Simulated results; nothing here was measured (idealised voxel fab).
The name of this process module is voxel transistor to metal.
Cross-section cut spans 175 nm and uses square cells 5 nm in size.
Notation: cross-section as square-cell grid; stated in bands, top first, going down; one or more cell rows per band. This entry defines a band. It first specifies the height of the band's top and the height of its bottom in nm, and then specifies the band's materials from left to right, stating each material with its width in nm. The word "throughout" identifies a single material that fills the band from edge to edge, while the word "air" identifies empty space. It should be noted that heights are counted from 0, beneath which the wafer as supplied is of one material throughout, and that the lowest band possesses no lower boundary but continues downward, as written in "from 0 down". Read "30 to 40" as a graded width: first number on top, second number at the bottom, same change between each pair of neighbouring rows. Basically "nothing changed" means that step didn't change any cell in the cross-section. "Enclosed void list" contains a list of empty spaces, each no smaller than 8 cells and without an open way to the top, written in the form width x height at distance with the distance from the left edge and all three in nm. Heads up: the bit after the settings on a step's line is the simulator's remark on that step. Regarding "overlay nm": on a step with a mask, it is the distance the mask lay to the right of its planned place; a negative value places it to the left.

### Process steps - plan
| 1 | RECEIVE with material Si |
| 2 | CONFORMAL_DEP with material SiO2, thk nm 5 |
| 3 | CONFORMAL_DEP with material SiN, thk nm 10 |
| 4 | DIRECTIONAL_DEP with material aC, thk nm 10 |
| 5 | PATTERN with tone cover, mask id ACTIVE, material resist, width nm 110, thk nm 30, overlay nm 0 |
| 6 | DIRECTIONAL_ETCH with etch materials aC, depth nm 10 |
| 7 | STRIP with etch materials resist |
| 8 | DIRECTIONAL_ETCH with etch materials SiN, depth nm 10 |
| 9 | DIRECTIONAL_ETCH with etch materials SiO2, depth nm 5 |
| 10 | DIRECTIONAL_ETCH with etch materials Si, depth nm 35 |
| 11 | STRIP with etch materials aC |
| 12 | OXIDIZE with depth nm 5 |
| 13 | FILL_DEP with material SiO2, thk nm 5 |
| 14 | CMP with height nm 15 |
| 15 | SELECTIVE_ETCH with etch materials SiO2, depth nm 5 |
| 16 | STRIP with etch materials SiN |
| 17 | SELECTIVE_ETCH with etch materials SiO2, depth nm 5 |
| 18 | OXIDIZE with depth nm 5 |
| 19 | DIRECTIONAL_DEP with material polySi, thk nm 30 |
| 20 | DIRECTIONAL_DEP with material SiCN, thk nm 15 |
| 21 | DIRECTIONAL_DEP with material aC, thk nm 10 |
| 22 | PATTERN with tone cover, mask id GATE, material resist, width nm 20, thk nm 25, overlay nm 0 |
| 23 | DIRECTIONAL_ETCH with etch materials aC, depth nm 10 |
| 24 | STRIP with etch materials resist |
| 25 | DIRECTIONAL_ETCH with etch materials SiCN, depth nm 25 |
| 26 | DIRECTIONAL_ETCH with etch materials polySi, depth nm 40 |
| 27 | STRIP with etch materials aC |
| 28 | CONFORMAL_DEP with material SiO2, thk nm 5 |
| 29 | DIRECTIONAL_ETCH with etch materials SiO2, depth nm 5 |
| 30 | CONFORMAL_DEP with material SiN, thk nm 10 |
| 31 | DIRECTIONAL_ETCH with etch materials SiN, depth nm 10 |
| 32 | DIRECTIONAL_ETCH with etch materials SiO2, depth nm 5 |
| 33 | DIRECTIONAL_ETCH with etch materials Si, depth nm 15 |
| 34 | EPI with material SiGe, thk nm 15 |
| 35 | FILL_DEP with material SiO2, thk nm 10 |
| 36 | CMP with height nm 45 |
| 37 | DIRECTIONAL_DEP with material SiO2, thk nm 10 |
| 38 | DIRECTIONAL_DEP with material aC, thk nm 15 |
| 39 | PATTERN with tone open, mask id CONTACT, material resist, width nm 30, pitch nm 60, thk nm 35, overlay nm 0 |
| 40 | DIRECTIONAL_ETCH with etch materials aC, depth nm 15 |
| 41 | STRIP with etch materials resist |
| 42 | DIRECTIONAL_ETCH with etch materials SiO2, depth nm 45 |
| 43 | STRIP with etch materials aC |
| 44 | CONFORMAL_DEP with material TiN, thk nm 5 |
| 45 | FILL_DEP with material W, thk nm 5 |
| 46 | CMP with height nm 55 |
| 47 | DIRECTIONAL_DEP with material TiN, thk nm 5 |
| 48 | DIRECTIONAL_DEP with material W, thk nm 25 |
| 49 | PATTERN with tone cover, mask id METAL_1, material resist, width nm 20, pitch nm 70, thk nm 15, overlay nm 0 |
| 50 | DIRECTIONAL_ETCH with etch materials W, depth nm 25 |
| 51 | DIRECTIONAL_ETCH with etch materials TiN, depth nm 5 |
| 52 | STRIP with etch materials resist |
| 53 | CONFORMAL_DEP with material SiN, thk nm 5 |
| 54 | FILL_DEP with material lowk, thk nm 5 |
| 55 | CMP with height nm 85 |
| 56 | CONFORMAL_DEP with material SiCN, thk nm 5 |
| 57 | DIRECTIONAL_DEP with material lowk, thk nm 35 |
| 58 | MASKED_ETCH with tone open, mask id METAL_2, width nm 20, pitch nm 70, etch materials lowk, depth nm 20, overlay nm 0 |
| 59 | DIRECTIONAL_DEP with material aC, thk nm 15 |
| 60 | PATTERN with tone open, mask id METAL_2_HOLES, material resist, width nm 15, pitch nm 70, thk nm 35, overlay nm 0 |
| 61 | DIRECTIONAL_ETCH with etch materials aC, depth nm 15 |
| 62 | STRIP with etch materials resist |
| 63 | DIRECTIONAL_ETCH with etch materials lowk, depth nm 15 |
| 64 | DIRECTIONAL_ETCH with etch materials SiCN, depth nm 5 |
| 65 | STRIP with etch materials aC |
| 66 | CONFORMAL_DEP with material TiN, thk nm 5 |
| 67 | FILL_DEP with material Ru, thk nm 5 |
| 68 | CMP with height nm 125 |
| 69 | CONFORMAL_DEP with material SiN, thk nm 5 |
The value of thk nm given for step 53 in the plan refers to the first wafer; the wafers vary in this setting and are alike at the start.

### As-received cross-section, first of several wafers, post step 1
from 0 down  Si throughout
Enclosed void list: none

### Here's the first of several wafers in cross-section, end of the module, after the last step, step 69
from 130 to 125  SiN throughout
from 125 to 110  lowk 40 nm; TiN 5 nm; Ru 10 nm; TiN 5 nm; lowk 50 nm; TiN 5 nm; Ru 10 nm; TiN 5 nm; lowk 45 nm
from 110 to 105  lowk 40 nm; TiN 5 nm; Ru 5 nm; TiN 10 nm; lowk 50 nm; TiN 5 nm; Ru 5 nm; TiN 10 nm; lowk 45 nm
from 105 to 90  lowk 40 nm; TiN 5 nm; Ru 5 nm; TiN 5 nm; lowk 55 nm; TiN 5 nm; Ru 5 nm; TiN 5 nm; lowk 50 nm
from 90 to 85  SiCN 40 nm; TiN 15 nm; SiCN 55 nm; TiN 15 nm; SiCN 50 nm
from 85 to 60  lowk 35 nm; SiN 5 nm; W 20 nm; SiN 5 nm; lowk 40 nm; SiN 5 nm; W 20 nm; SiN 5 nm; lowk 40 nm
from 60 to 55  SiN 40 nm; TiN 20 nm; SiN 50 nm; TiN 20 nm; SiN 45 nm
from 55 to 45  SiO2 40 nm; TiN 5 nm; W 20 to 10 nm; TiN 5 to 15 nm; SiO2 30 nm; TiN 5 to 15 nm; W 20 to 10 nm; TiN 5 nm; SiO2 45 nm
from 45 to 30  SiO2 40 nm; TiN 5 nm; W 10 nm; TiN 5 nm; SiN 10 nm; SiO2 5 nm; SiCN 20 nm; SiO2 5 nm; SiN 10 nm; TiN 5 nm; W 10 nm; TiN 5 nm; SiO2 45 nm
from 30 to 15  SiO2 40 nm; TiN 5 nm; W 10 nm; TiN 5 nm; SiN 10 nm; SiO2 5 nm; polySi 20 nm; SiO2 5 nm; SiN 10 nm; TiN 5 nm; W 10 nm; TiN 5 nm; SiO2 45 nm
from 15 to 10  SiO2 40 nm; TiN 20 nm; SiN 10 nm; SiO2 5 nm; polySi 20 nm; SiO2 5 nm; SiN 10 nm; TiN 20 nm; SiO2 45 nm
from 10 to 5  SiO2 35 nm; SiGe 25 nm; SiN 10 nm; SiO2 5 nm; polySi 20 nm; SiO2 5 nm; SiN 10 nm; SiGe 25 nm; SiO2 40 nm
from 5 to 0  SiO2 30 nm; SiN 10 nm; SiGe 20 nm; SiN 10 nm; SiO2 5 nm; polySi 20 nm; SiO2 5 nm; SiN 10 nm; SiGe 20 nm; SiN 10 nm; SiO2 35 nm
from 0 to -5  SiO2 40 nm; SiGe 20 nm; SiO2 50 nm; SiGe 20 nm; SiO2 45 nm
from -5 to -20  SiO2 35 nm; Si 5 nm; SiGe 20 nm; Si 50 nm; SiGe 20 nm; Si 5 nm; SiO2 40 nm
from -20 to -40  SiO2 35 nm; Si 100 nm; SiO2 40 nm
from -40 down  Si throughout
Enclosed void list: none

### Cross-section of the final wafer among several, taken at the end of the module
from 130 to 125  SiN throughout
from 125 to 110  lowk 40 nm; TiN 5 nm; Ru 10 nm; TiN 5 nm; lowk 50 nm; TiN 5 nm; Ru 10 nm; TiN 5 nm; lowk 45 nm
from 110 to 105  lowk 40 nm; TiN 5 nm; Ru 5 nm; TiN 10 nm; lowk 50 nm; TiN 5 nm; Ru 5 nm; TiN 10 nm; lowk 45 nm
from 105 to 90  lowk 40 nm; TiN 5 nm; Ru 5 nm; TiN 5 nm; lowk 55 nm; TiN 5 nm; Ru 5 nm; TiN 5 nm; lowk 50 nm
from 90 to 85  SiCN 40 nm; TiN 15 nm; SiCN 55 nm; TiN 15 nm; SiCN 50 nm
from 85 to 75  lowk 20 nm; SiN 20 nm; W 20 nm; SiN 20 nm; lowk 10 nm; SiN 20 nm; W 20 nm; SiN 20 nm; lowk 25 nm
from 75 to 60  SiN 40 nm; W 20 nm; SiN 50 nm; W 20 nm; SiN 45 nm
from 60 to 55  SiN 40 nm; TiN 20 nm; SiN 50 nm; TiN 20 nm; SiN 45 nm
from 55 to 45  SiO2 40 nm; TiN 5 nm; W 20 to 10 nm; TiN 5 to 15 nm; SiO2 30 nm; TiN 5 to 15 nm; W 20 to 10 nm; TiN 5 nm; SiO2 45 nm
from 45 to 30  SiO2 40 nm; TiN 5 nm; W 10 nm; TiN 5 nm; SiN 10 nm; SiO2 5 nm; SiCN 20 nm; SiO2 5 nm; SiN 10 nm; TiN 5 nm; W 10 nm; TiN 5 nm; SiO2 45 nm
from 30 to 15  SiO2 40 nm; TiN 5 nm; W 10 nm; TiN 5 nm; SiN 10 nm; SiO2 5 nm; polySi 20 nm; SiO2 5 nm; SiN 10 nm; TiN 5 nm; W 10 nm; TiN 5 nm; SiO2 45 nm
from 15 to 10  SiO2 40 nm; TiN 20 nm; SiN 10 nm; SiO2 5 nm; polySi 20 nm; SiO2 5 nm; SiN 10 nm; TiN 20 nm; SiO2 45 nm
from 10 to 5  SiO2 35 nm; SiGe 25 nm; SiN 10 nm; SiO2 5 nm; polySi 20 nm; SiO2 5 nm; SiN 10 nm; SiGe 25 nm; SiO2 40 nm
from 5 to 0  SiO2 30 nm; SiN 10 nm; SiGe 20 nm; SiN 10 nm; SiO2 5 nm; polySi 20 nm; SiO2 5 nm; SiN 10 nm; SiGe 20 nm; SiN 10 nm; SiO2 35 nm
from 0 to -5  SiO2 40 nm; SiGe 20 nm; SiO2 50 nm; SiGe 20 nm; SiO2 45 nm
from -5 to -20  SiO2 35 nm; Si 5 nm; SiGe 20 nm; Si 50 nm; SiGe 20 nm; Si 5 nm; SiO2 40 nm
from -20 to -40  SiO2 35 nm; Si 100 nm; SiO2 40 nm
from -40 down  Si throughout
Enclosed void list: none

### The following table contains a row per wafer, in which are reported, at the conclusion of the module, the cells of each material gained (+) or lost (-) since the wafer's receipt, with its closed voids given thereafter
thk nm 5; +20 Ru; -164 Si; +41 SiCN; +50 SiGe; +122 SiN; +343 SiO2; +88 TiN; +76 W; +310 lowk; +24 polySi; Enclosed void list: none
thk nm 10; +20 Ru; -164 Si; +41 SiCN; +50 SiGe; +161 SiN; +343 SiO2; +88 TiN; +76 W; +271 lowk; +24 polySi; Enclosed void list: none
thk nm 15; +20 Ru; -164 Si; +41 SiCN; +50 SiGe; +192 SiN; +343 SiO2; +88 TiN; +76 W; +240 lowk; +24 polySi; Enclosed void list: none
thk nm 20; +20 Ru; -164 Si; +41 SiCN; +50 SiGe; +215 SiN; +343 SiO2; +88 TiN; +76 W; +217 lowk; +24 polySi; Enclosed void list: none
